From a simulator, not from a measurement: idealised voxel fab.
process module | voxel transistor to metal
cross-section cut | 170 nm wide | cells 5 nm
A cross-section is a grid of square cells, given in bands from the top down. A band is one or more rows of cells.
Each band's line starts with the height of the band's top and of its bottom, in nm. Then come its materials from left to right, each with its width in nm. One material with "throughout" fills the band from edge to edge. "air" is empty space.
Height 0 is the level under which the wafer as received is all one material. The lowest band goes on downwards, as in "0 down".
A width such as "30 to 40" changes by the same amount from each row of cells to the next, from the band's top row to its bottom row.
"no change" after a step means that no cell of the cross-section changed.
closed voids: empty space of 8 cells or more with no open way to the top, each as width x height at its distance from the left edge, in nm
after a step's settings: what the simulator itself notes on the step
overlay nm, on a step with a mask: how far to the right of its planned place the mask lay; to the left if negative
plan
1 op RECEIVE | material Si
2 op OXIDIZE | depth nm 5
3 op CONFORMAL_DEP | material SiN | thk nm 15
4 op PATTERN | tone cover | mask id ACTIVE | material resist | width nm 100 | thk nm 15 | overlay nm 0
5 op DIRECTIONAL_ETCH | etch materials SiN | depth nm 15
6 op DIRECTIONAL_ETCH | etch materials SiO2 | depth nm 5
7 op DIRECTIONAL_ETCH | etch materials Si | depth nm 25
8 op STRIP | etch materials resist
9 op OXIDIZE | depth nm 5
10 op FILL_DEP | material SiO2 | thk nm 5
11 op CMP | height nm 15
12 op SELECTIVE_ETCH | etch materials SiO2 | depth nm 5
13 op STRIP | etch materials SiN
14 op SELECTIVE_ETCH | etch materials SiO2 | depth nm 5
15 op OXIDIZE | depth nm 5
16 op DIRECTIONAL_DEP | material polySi | thk nm 30
17 op DIRECTIONAL_DEP | material SiCN | thk nm 10
18 op PATTERN | tone cover | mask id GATE | material resist | width nm 20 | thk nm 15 | overlay nm 0
19 op DIRECTIONAL_ETCH | etch materials SiCN | depth nm 20
20 op DIRECTIONAL_ETCH | etch materials polySi | depth nm 40
21 op STRIP | etch materials resist
22 op CONFORMAL_DEP | material SiO2 | thk nm 5
23 op DIRECTIONAL_ETCH | etch materials SiO2 | depth nm 5
24 op CONFORMAL_DEP | material SiN | thk nm 5
25 op DIRECTIONAL_ETCH | etch materials SiN | depth nm 5
26 op DIRECTIONAL_ETCH | etch materials SiO2 | depth nm 5
27 op DIRECTIONAL_ETCH | etch materials Si | depth nm 5
28 op EPI | material pSi | thk nm 5
29 op FILL_DEP | material SiO2 | thk nm 10
30 op CMP | height nm 35
31 op DIRECTIONAL_DEP | material SiO2 | thk nm 15
32 op MASKED_ETCH | tone open | mask id CONTACT | width nm 30 | pitch nm 60 | etch materials SiO2 | depth nm 60 | overlay nm 0
33 op CONFORMAL_DEP | material TiN | thk nm 5
34 op FILL_DEP | material W | thk nm 5
35 op CMP | height nm 50
36 op CONFORMAL_DEP | material SiN | thk nm 5
37 op DIRECTIONAL_DEP | material SiO2 | thk nm 15
38 op DIRECTIONAL_DEP | material aC | thk nm 15
39 op PATTERN | tone open | mask id METAL_1 | material resist | width nm 20 | pitch nm 70 | thk nm 30 | overlay nm 0
40 op DIRECTIONAL_ETCH | etch materials aC | depth nm 15
41 op STRIP | etch materials resist
42 op DIRECTIONAL_ETCH | etch materials SiO2 | depth nm 15
43 op DIRECTIONAL_ETCH | etch materials SiN | depth nm 5
44 op STRIP | etch materials aC
45 op CONFORMAL_DEP | material TiN | thk nm 5
46 op FILL_DEP | material Cu | thk nm 5
47 op CMP | height nm 70
48 op CONFORMAL_DEP | material SiN | thk nm 5
first wafer, as planned
as received, after step 1
  0 down: Si throughout
  closed voids: none
after step 2
  0 to -5: SiO2 throughout
  below -5: unchanged
after step 3
  15 to 0: SiN throughout
  below 0: unchanged
after step 4
  30 to 15: air 35 | resist 100 | air 35
  below 15: unchanged
after step 5
  30 to 15: air 35 | resist 100 | air 35
  15 to 0: air 35 | SiN 100 | air 35
  below 0: unchanged
after step 6
  30 to 15: air 35 | resist 100 | air 35
  15 to 0: air 35 | SiN 100 | air 35
  0 to -5: air 35 | SiO2 100 | air 35
  below -5: unchanged
after step 7
  30 to 15: air 35 | resist 100 | air 35
  15 to 0: air 35 | SiN 100 | air 35
  0 to -5: air 35 | SiO2 100 | air 35
  -5 to -30: air 35 | Si 100 | air 35
  below -30: unchanged
after step 8
  15 to 0: air 35 | SiN 100 | air 35
  below 0: unchanged
after step 9
  15 to 0: air 35 | SiN 100 | air 35
  0 to -5: air 35 | SiO2 100 | air 35
  -5 to -30: air 35 | SiO2 5 | Si 90 | SiO2 5 | air 35
  -30 to -35: SiO2 40 | Si 90 | SiO2 40
  below -35: unchanged
after step 10
  20 to 15: SiO2 throughout
  15 to 0: SiO2 35 | SiN 100 | SiO2 35
  0 to -5: SiO2 throughout
  -5 to -35: SiO2 40 | Si 90 | SiO2 40
  below -35: unchanged
after step 11
  15 to 0: SiO2 35 | SiN 100 | SiO2 35
  below 0: unchanged
after step 12
  15 to 10: air 35 | SiN 100 | air 35
  below 10: unchanged
after step 13
  10 to 0: SiO2 35 | air 100 | SiO2 35
  below 0: unchanged
after step 14
  5 to -5: SiO2 30 | air 110 | SiO2 30
  below -5: unchanged
after step 15
  5 to -5: SiO2 30 | air 110 | SiO2 30
  -5 to -10: SiO2 throughout
  below -10: unchanged
after step 16
  35 to 25: polySi 30 | air 110 | polySi 30
  25 to 5: polySi throughout
  5 to -5: SiO2 30 | polySi 110 | SiO2 30
  below -5: unchanged
after step 17
  45 to 35: SiCN 30 | air 110 | SiCN 30
  35 to 25: polySi 30 | SiCN 110 | polySi 30
  below 25: unchanged
after step 18
  60 to 45: air 75 | resist 20 | air 75
  45 to 35: SiCN 30 | air 45 | resist 20 | air 45 | SiCN 30
  below 35: unchanged
after step 19
  60 to 35: air 75 | resist 20 | air 75
  35 to 25: polySi 30 | air 45 | SiCN 20 | air 45 | polySi 30
  below 25: unchanged
after step 20
  60 to 35: air 75 | resist 20 | air 75
  35 to 25: air 75 | SiCN 20 | air 75
  25 to 5: air 75 | polySi 20 | air 75
  5 to -5: SiO2 30 | air 45 | polySi 20 | air 45 | SiO2 30
  below -5: unchanged
after step 21
  35 to 25: air 75 | SiCN 20 | air 75
  below 25: unchanged
after step 22
  40 to 35: air 70 | SiO2 30 | air 70
  35 to 25: air 70 | SiO2 5 | SiCN 20 | SiO2 5 | air 70
  25 to 10: air 70 | SiO2 5 | polySi 20 | SiO2 5 | air 70
  10 to 0: SiO2 35 | air 35 | SiO2 5 | polySi 20 | SiO2 5 | air 35 | SiO2 35
  0 to -5: SiO2 75 | polySi 20 | SiO2 75
  below -5: unchanged
after step 23
  35 to 25: air 70 | SiO2 5 | SiCN 20 | SiO2 5 | air 70
  25 to 5: air 70 | SiO2 5 | polySi 20 | SiO2 5 | air 70
  5 to -5: SiO2 35 | air 35 | SiO2 5 | polySi 20 | SiO2 5 | air 35 | SiO2 35
  below -5: unchanged
after step 24
  40 to 35: air 65 | SiN 40 | air 65
  35 to 25: air 65 | SiN 5 | SiO2 5 | SiCN 20 | SiO2 5 | SiN 5 | air 65
  25 to 10: air 65 | SiN 5 | SiO2 5 | polySi 20 | SiO2 5 | SiN 5 | air 65
  10 to 5: SiN 40 | air 25 | SiN 5 | SiO2 5 | polySi 20 | SiO2 5 | SiN 5 | air 25 | SiN 40
  5 to 0: SiO2 35 | SiN 5 | air 25 | SiN 5 | SiO2 5 | polySi 20 | SiO2 5 | SiN 5 | air 25 | SiN 5 | SiO2 35
  0 to -5: SiO2 35 | SiN 35 | SiO2 5 | polySi 20 | SiO2 5 | SiN 35 | SiO2 35
  below -5: unchanged
after step 25
  35 to 25: air 65 | SiN 5 | SiO2 5 | SiCN 20 | SiO2 5 | SiN 5 | air 65
  25 to 5: air 65 | SiN 5 | SiO2 5 | polySi 20 | SiO2 5 | SiN 5 | air 65
  5 to -5: SiO2 35 | SiN 5 | air 25 | SiN 5 | SiO2 5 | polySi 20 | SiO2 5 | SiN 5 | air 25 | SiN 5 | SiO2 35
  below -5: unchanged
after step 26
  35 to 30: air 65 | SiN 5 | air 5 | SiCN 20 | air 5 | SiN 5 | air 65
  30 to 25: air 65 | SiN 5 | SiO2 5 | SiCN 20 | SiO2 5 | SiN 5 | air 65
  25 to 5: air 65 | SiN 5 | SiO2 5 | polySi 20 | SiO2 5 | SiN 5 | air 65
  5 to 0: air 35 | SiN 5 | air 25 | SiN 5 | SiO2 5 | polySi 20 | SiO2 5 | SiN 5 | air 25 | SiN 5 | air 35
  0 to -5: SiO2 35 | SiN 5 | air 25 | SiN 5 | SiO2 5 | polySi 20 | SiO2 5 | SiN 5 | air 25 | SiN 5 | SiO2 35
  -5 to -10: SiO2 40 | air 25 | SiO2 40 | air 25 | SiO2 40
  below -10: unchanged
after step 27
  35 to 30: air 65 | SiN 5 | air 5 | SiCN 20 | air 5 | SiN 5 | air 65
  30 to 25: air 65 | SiN 5 | SiO2 5 | SiCN 20 | SiO2 5 | SiN 5 | air 65
  25 to 5: air 65 | SiN 5 | SiO2 5 | polySi 20 | SiO2 5 | SiN 5 | air 65
  5 to 0: air 35 | SiN 5 | air 25 | SiN 5 | SiO2 5 | polySi 20 | SiO2 5 | SiN 5 | air 25 | SiN 5 | air 35
  0 to -5: SiO2 35 | SiN 5 | air 25 | SiN 5 | SiO2 5 | polySi 20 | SiO2 5 | SiN 5 | air 25 | SiN 5 | SiO2 35
  -5 to -10: SiO2 40 | air 25 | SiO2 40 | air 25 | SiO2 40
  -10 to -15: SiO2 40 | air 25 | Si 40 | air 25 | SiO2 40
  below -15: unchanged
after step 28
  35 to 30: air 65 | SiN 5 | air 5 | SiCN 20 | air 5 | SiN 5 | air 65
  30 to 25: air 65 | SiN 5 | SiO2 5 | SiCN 20 | SiO2 5 | SiN 5 | air 65
  25 to 5: air 65 | SiN 5 | SiO2 5 | polySi 20 | SiO2 5 | SiN 5 | air 65
  5 to 0: air 35 | SiN 5 | air 25 | SiN 5 | SiO2 5 | polySi 20 | SiO2 5 | SiN 5 | air 25 | SiN 5 | air 35
  0 to -5: SiO2 35 | SiN 5 | air 25 | SiN 5 | SiO2 5 | polySi 20 | SiO2 5 | SiN 5 | air 25 | SiN 5 | SiO2 35
  -5 to -10: SiO2 40 | air 20 | pSi 5 | SiO2 40 | pSi 5 | air 20 | SiO2 40
  -10 to -15: SiO2 40 | pSi 25 | Si 40 | pSi 25 | SiO2 40
  below -15: unchanged
after step 29
  45 to 35: SiO2 throughout
  35 to 25: SiO2 65 | SiN 5 | SiO2 5 | SiCN 20 | SiO2 5 | SiN 5 | SiO2 65
  25 to 5: SiO2 65 | SiN 5 | SiO2 5 | polySi 20 | SiO2 5 | SiN 5 | SiO2 65
  5 to -5: SiO2 35 | SiN 5 | SiO2 25 | SiN 5 | SiO2 5 | polySi 20 | SiO2 5 | SiN 5 | SiO2 25 | SiN 5 | SiO2 35
  -5 to -10: SiO2 60 | pSi 5 | SiO2 40 | pSi 5 | SiO2 60
  below -10: unchanged
after step 30
  35 to 25: SiO2 65 | SiN 5 | SiO2 5 | SiCN 20 | SiO2 5 | SiN 5 | SiO2 65
  below 25: unchanged
after step 31
  50 to 35: SiO2 throughout
  below 35: unchanged
after step 32
  50 to 35: SiO2 40 | air 30 | SiO2 30 | air 30 | SiO2 40
  35 to 25: SiO2 40 | air 25 | SiN 5 | SiO2 5 | SiCN 20 | SiO2 5 | SiN 5 | air 25 | SiO2 40
  25 to 5: SiO2 40 | air 25 | SiN 5 | SiO2 5 | polySi 20 | SiO2 5 | SiN 5 | air 25 | SiO2 40
  5 to -5: SiO2 35 | SiN 5 | air 25 | SiN 5 | SiO2 5 | polySi 20 | SiO2 5 | SiN 5 | air 25 | SiN 5 | SiO2 35
  -5 to -10: SiO2 40 | air 20 | pSi 5 | SiO2 40 | pSi 5 | air 20 | SiO2 40
  below -10: unchanged
after step 33
  55 to 50: TiN 45 | air 20 | TiN 40 | air 20 | TiN 45
  50 to 40: SiO2 40 | TiN 5 | air 20 | TiN 5 | SiO2 30 | TiN 5 | air 20 | TiN 5 | SiO2 40
  40 to 35: SiO2 40 | TiN 5 | air 15 | TiN 10 | SiO2 30 | TiN 10 | air 15 | TiN 5 | SiO2 40
  35 to 25: SiO2 40 | TiN 5 | air 15 | TiN 5 | SiN 5 | SiO2 5 | SiCN 20 | SiO2 5 | SiN 5 | TiN 5 | air 15 | TiN 5 | SiO2 40
  25 to 5: SiO2 40 | TiN 5 | air 15 | TiN 5 | SiN 5 | SiO2 5 | polySi 20 | SiO2 5 | SiN 5 | TiN 5 | air 15 | TiN 5 | SiO2 40
  5 to -5: SiO2 35 | SiN 5 | TiN 5 | air 15 to 10 | TiN 5 to 10 | SiN 5 | SiO2 5 | polySi 20 | SiO2 5 | SiN 5 | TiN 5 to 10 | air 15 to 10 | TiN 5 | SiN 5 | SiO2 35
  -5 to -10: SiO2 40 | TiN 20 | pSi 5 | SiO2 40 | pSi 5 | TiN 20 | SiO2 40
  below -10: unchanged
after step 34
  60 to 55: W throughout
  55 to 50: TiN 45 | W 20 | TiN 40 | W 20 | TiN 45
  50 to 40: SiO2 40 | TiN 5 | W 20 | TiN 5 | SiO2 30 | TiN 5 | W 20 | TiN 5 | SiO2 40
  40 to 35: SiO2 40 | TiN 5 | W 15 | TiN 10 | SiO2 30 | TiN 10 | W 15 | TiN 5 | SiO2 40
  35 to 25: SiO2 40 | TiN 5 | W 15 | TiN 5 | SiN 5 | SiO2 5 | SiCN 20 | SiO2 5 | SiN 5 | TiN 5 | W 15 | TiN 5 | SiO2 40
  25 to 5: SiO2 40 | TiN 5 | W 15 | TiN 5 | SiN 5 | SiO2 5 | polySi 20 | SiO2 5 | SiN 5 | TiN 5 | W 15 | TiN 5 | SiO2 40
  5 to -5: SiO2 35 | SiN 5 | TiN 5 | W 15 to 10 | TiN 5 to 10 | SiN 5 | SiO2 5 | polySi 20 | SiO2 5 | SiN 5 | TiN 5 to 10 | W 15 to 10 | TiN 5 | SiN 5 | SiO2 35
  below -5: unchanged
after step 35
  50 to 40: SiO2 40 | TiN 5 | W 20 | TiN 5 | SiO2 30 | TiN 5 | W 20 | TiN 5 | SiO2 40
  below 40: unchanged
after step 36
  55 to 50: SiN throughout
  below 50: unchanged
after step 37
  70 to 55: SiO2 throughout
  below 55: unchanged
after step 38
  85 to 70: aC throughout
  below 70: unchanged
after step 39
  115 to 85: resist 40 | air 20 | resist 50 | air 20 | resist 40
  below 85: unchanged
after step 40
  100 to 85: resist 40 | air 20 | resist 50 | air 20 | resist 40
  85 to 70: aC 40 | air 20 | aC 50 | air 20 | aC 40
  below 70: unchanged
after step 41
  85 to 70: aC 40 | air 20 | aC 50 | air 20 | aC 40
  below 70: unchanged
after step 42
  85 to 70: aC 40 | air 20 | aC 50 | air 20 | aC 40
  70 to 55: SiO2 40 | air 20 | SiO2 50 | air 20 | SiO2 40
  below 55: unchanged
after step 43
  85 to 70: aC 40 | air 20 | aC 50 | air 20 | aC 40
  70 to 55: SiO2 40 | air 20 | SiO2 50 | air 20 | SiO2 40
  55 to 50: SiN 40 | air 20 | SiN 50 | air 20 | SiN 40
  below 50: unchanged
after step 44
  70 to 55: SiO2 40 | air 20 | SiO2 50 | air 20 | SiO2 40
  below 55: unchanged
after step 45
  75 to 70: TiN 45 | air 10 | TiN 60 | air 10 | TiN 45
  70 to 55: SiO2 40 | TiN 5 | air 10 | TiN 5 | SiO2 50 | TiN 5 | air 10 | TiN 5 | SiO2 40
  55 to 50: SiN 40 | TiN 20 | SiN 50 | TiN 20 | SiN 40
  below 50: unchanged
after step 46
  80 to 75: Cu throughout
  75 to 70: TiN 45 | Cu 10 | TiN 60 | Cu 10 | TiN 45
  70 to 55: SiO2 40 | TiN 5 | Cu 10 | TiN 5 | SiO2 50 | TiN 5 | Cu 10 | TiN 5 | SiO2 40
  below 55: unchanged
after step 47
  70 to 55: SiO2 40 | TiN 5 | Cu 10 | TiN 5 | SiO2 50 | TiN 5 | Cu 10 | TiN 5 | SiO2 40
  below 55: unchanged
after step 48
  75 to 70: SiN throughout
  below 70: unchanged
second wafer: like start, like plan, one mistake. Through step 30 it matches the first wafer
when step 31 should have ended
  65 to 35: SiO2 throughout
  below 35: unchanged
when step 32 should have ended
  65 to 35: SiO2 40 | air 30 | SiO2 30 | air 30 | SiO2 40
  35 to 25: SiO2 40 | air 25 | SiN 5 | SiO2 5 | SiCN 20 | SiO2 5 | SiN 5 | air 25 | SiO2 40
  25 to 5: SiO2 40 | air 25 | SiN 5 | SiO2 5 | polySi 20 | SiO2 5 | SiN 5 | air 25 | SiO2 40
  below 5: unchanged
when step 33 should have ended
  70 to 65: TiN 45 | air 20 | TiN 40 | air 20 | TiN 45
  65 to 40: SiO2 40 | TiN 5 | air 20 | TiN 5 | SiO2 30 | TiN 5 | air 20 | TiN 5 | SiO2 40
  40 to 35: SiO2 40 | TiN 5 | air 15 | TiN 10 | SiO2 30 | TiN 10 | air 15 | TiN 5 | SiO2 40
  35 to 25: SiO2 40 | TiN 5 | air 15 | TiN 5 | SiN 5 | SiO2 5 | SiCN 20 | SiO2 5 | SiN 5 | TiN 5 | air 15 | TiN 5 | SiO2 40
  25 to 10: SiO2 40 | TiN 5 | air 15 | TiN 5 | SiN 5 | SiO2 5 | polySi 20 | SiO2 5 | SiN 5 | TiN 5 | air 15 | TiN 5 | SiO2 40
  10 to 5: SiO2 40 | TiN 25 | SiN 5 | SiO2 5 | polySi 20 | SiO2 5 | SiN 5 | TiN 25 | SiO2 40
  below 5: unchanged
when step 34 should have ended
  75 to 70: W throughout
  70 to 65: TiN 45 | W 20 | TiN 40 | W 20 | TiN 45
  65 to 40: SiO2 40 | TiN 5 | W 20 | TiN 5 | SiO2 30 | TiN 5 | W 20 | TiN 5 | SiO2 40
  40 to 35: SiO2 40 | TiN 5 | W 15 | TiN 10 | SiO2 30 | TiN 10 | W 15 | TiN 5 | SiO2 40
  35 to 25: SiO2 40 | TiN 5 | W 15 | TiN 5 | SiN 5 | SiO2 5 | SiCN 20 | SiO2 5 | SiN 5 | TiN 5 | W 15 | TiN 5 | SiO2 40
  25 to 10: SiO2 40 | TiN 5 | W 15 | TiN 5 | SiN 5 | SiO2 5 | polySi 20 | SiO2 5 | SiN 5 | TiN 5 | W 15 | TiN 5 | SiO2 40
  below 10: unchanged
when step 35 should have ended
  50 to 40: SiO2 40 | TiN 5 | W 20 | TiN 5 | SiO2 30 | TiN 5 | W 20 | TiN 5 | SiO2 40
  below 40: unchanged
when step 36 should have ended
  55 to 50: SiN throughout
  below 50: unchanged
when step 37 should have ended
  70 to 55: SiO2 throughout
  below 55: unchanged
when step 38 should have ended
  85 to 70: aC throughout
  below 70: unchanged
when step 39 should have ended
  115 to 85: resist 40 | air 20 | resist 50 | air 20 | resist 40
  below 85: unchanged
when step 40 should have ended
  100 to 85: resist 40 | air 20 | resist 50 | air 20 | resist 40
  85 to 70: aC 40 | air 20 | aC 50 | air 20 | aC 40
  below 70: unchanged
when step 41 should have ended
  85 to 70: aC 40 | air 20 | aC 50 | air 20 | aC 40
  below 70: unchanged
when step 42 should have ended
  85 to 70: aC 40 | air 20 | aC 50 | air 20 | aC 40
  70 to 55: SiO2 40 | air 20 | SiO2 50 | air 20 | SiO2 40
  below 55: unchanged
when step 43 should have ended
  85 to 70: aC 40 | air 20 | aC 50 | air 20 | aC 40
  70 to 55: SiO2 40 | air 20 | SiO2 50 | air 20 | SiO2 40
  55 to 50: SiN 40 | air 20 | SiN 50 | air 20 | SiN 40
  below 50: unchanged
when step 44 should have ended
  70 to 55: SiO2 40 | air 20 | SiO2 50 | air 20 | SiO2 40
  below 55: unchanged
when step 45 should have ended
  75 to 70: TiN 45 | air 10 | TiN 60 | air 10 | TiN 45
  70 to 55: SiO2 40 | TiN 5 | air 10 | TiN 5 | SiO2 50 | TiN 5 | air 10 | TiN 5 | SiO2 40
  55 to 50: SiN 40 | TiN 20 | SiN 50 | TiN 20 | SiN 40
  below 50: unchanged
when step 46 should have ended
  80 to 75: Cu throughout
  75 to 70: TiN 45 | Cu 10 | TiN 60 | Cu 10 | TiN 45
  70 to 55: SiO2 40 | TiN 5 | Cu 10 | TiN 5 | SiO2 50 | TiN 5 | Cu 10 | TiN 5 | SiO2 40
  below 55: unchanged
when step 47 should have ended
  70 to 55: SiO2 40 | TiN 5 | Cu 10 | TiN 5 | SiO2 50 | TiN 5 | Cu 10 | TiN 5 | SiO2 40
  below 55: unchanged
when step 48 should have ended
  75 to 70: SiN throughout
  below 70: unchanged
what went wrong: step 31 was run twice
at the end the second wafer has, in cells: 28 more of SiO2 | 12 fewer of TiN | 16 fewer of W
